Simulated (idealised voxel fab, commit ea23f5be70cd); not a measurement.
Title: Process Module voxel gate over fins
Cross-sectional view cut (width: 245 nm; square cell size: 5 nm).
Cross-section = grid of square cells, listed top down in bands; band = one or more rows. Per band: top height and bottom height in nm, followed by the left-to-right materials and their widths in nm; "edge to edge" marks a single material spanning edge to edge, "blank" marks empty space. Zero point of the height axis is 0; under it, received wafer = one material. Lowest band: continues down indefinitely, "0..down". It should be noted that a width expressed as "30->40" varies in equal increments from row to row of cells within the band, taking the value of the first number at the top row and that of the second number at the bottom row. Key: "everything unchanged" - step with no changed cell in the cross-section. Sealed void inventory: empty space of 8 cells or more with no open way to the top, each as width x height at its distance from the left edge, in nm. Step line, after settings: the simulator's comment on this step. When a step includes a mask, the "overlay nm" setting on its line states how far to the right of its planned place that mask lay, and negative values state how far to the left.
Below is the list of planned process steps
1) RECEIVE, material Si
2) CONFORMAL_DEP, material SiN, thk nm 10
3) PATTERN, tone cover, mask id FINS, material resist, width nm 15, pitch nm 50, thk nm 15, overlay nm 0
4) DIRECTIONAL_ETCH, etch materials SiN, depth nm 10
5) DIRECTIONAL_ETCH, etch materials Si, depth nm 40
6) STRIP, etch materials resist
7) FILL_DEP, material SiO2, thk nm 10
8) CMP, height nm 10
9) PATTERN, tone open, mask id RAIL, material resist, width nm 15, thk nm 15, overlay nm 0
10) DIRECTIONAL_ETCH, etch materials SiO2, depth nm 45
11) STRIP, etch materials resist
12) CONFORMAL_DEP, material TiN, thk nm 5
13) FILL_DEP, material W, thk nm 10
14) CMP, height nm 10
15) SELECTIVE_ETCH, etch materials W Ru TiN, depth nm 30
16) FILL_DEP, material SiO2, thk nm 5
17) CMP, height nm 10
18) SELECTIVE_ETCH, etch materials SiO2, depth nm 20
19) STRIP, etch materials SiN
20) CONFORMAL_DEP, material HfO2, thk nm 5
21) CONFORMAL_DEP, material TiN, thk nm 5
22) CONFORMAL_DEP, material TiAl, thk nm 5
23) CONFORMAL_DEP, material TiN, thk nm 5
24) FILL_DEP, material W, thk nm 10
25) CMP, height nm 25
26) CONFORMAL_DEP, material SiN, thk nm 10
Cross-section, incoming material, after step 1
- 0..down = Si edge to edge
- Sealed void inventory: none
The following cross-section depicts the wafer upon conclusion of the module. Processing commenced from the starting condition illustrated above and adhered to the plan illustrated above, save for one mistake in execution
- 35..25 = SiN edge to edge
- 25..20 = W edge to edge
- 20..15 = W 45 nm, then TiN 155 nm, then W 45 nm
- 15..10 = W 45 nm, then TiN 5 nm, then TiAl 45 nm, then TiN 5 nm, then TiAl 45 nm, then TiN 5 nm, then TiAl 45 nm, then TiN 5 nm, then W 45 nm
- 10..5 = TiN 50 nm, then TiAl 5 nm, then TiN 35 nm, then TiAl 5 nm, then TiN 5 nm, then TiAl 5 nm, then TiN 35 nm, then TiAl 5 nm, then TiN 5 nm, then TiAl 5 nm, then TiN 35 nm, then TiAl 5 nm, then TiN 50 nm
- 5..0 = TiAl 55 nm, then TiN 5 nm, then HfO2 25 nm, then TiN 5 nm, then TiAl 15 nm, then TiN 5 nm, then HfO2 25 nm, then TiN 5 nm, then TiAl 15 nm, then TiN 5 nm, then HfO2 25 nm, then TiN 5 nm, then TiAl 55 nm
- 0..-5 = TiN 60 nm, then HfO2 5 nm, then Si 15 nm, then HfO2 5 nm, then TiN 25 nm, then HfO2 5 nm, then Si 15 nm, then HfO2 5 nm, then TiN 25 nm, then HfO2 5 nm, then Si 15 nm, then HfO2 5 nm, then TiN 60 nm
- -5..-10 = HfO2 65 nm, then Si 15 nm, then HfO2 35 nm, then Si 15 nm, then HfO2 35 nm, then Si 15 nm, then HfO2 65 nm
- -10..-20 = SiO2 65 nm, then Si 15 nm, then SiO2 35 nm, then Si 15 nm, then SiO2 35 nm, then Si 15 nm, then SiO2 65 nm
- -20..-30 = SiO2 65 nm, then Si 15 nm, then SiO2 5 nm, then TiN 5 nm, then W 15 nm, then TiN 5 nm, then SiO2 5 nm, then Si 15 nm, then SiO2 35 nm, then Si 15 nm, then SiO2 65 nm
- -30..-35 = SiO2 65 nm, then Si 15 nm, then SiO2 5 nm, then TiN 25 nm, then SiO2 5 nm, then Si 15 nm, then SiO2 35 nm, then Si 15 nm, then SiO2 65 nm
- -35..-40 = SiO2 65 nm, then Si 15 nm, then SiO2 35 nm, then Si 15 nm, then SiO2 35 nm, then Si 15 nm, then SiO2 65 nm
- -40..down = Si edge to edge
- Sealed void inventory: none
Against the plan, the run slipped here: step 9 changed vs plan, executed as PATTERN, tone open, mask id RAIL, material resist, width nm 25, thk nm 15, overlay nm 0
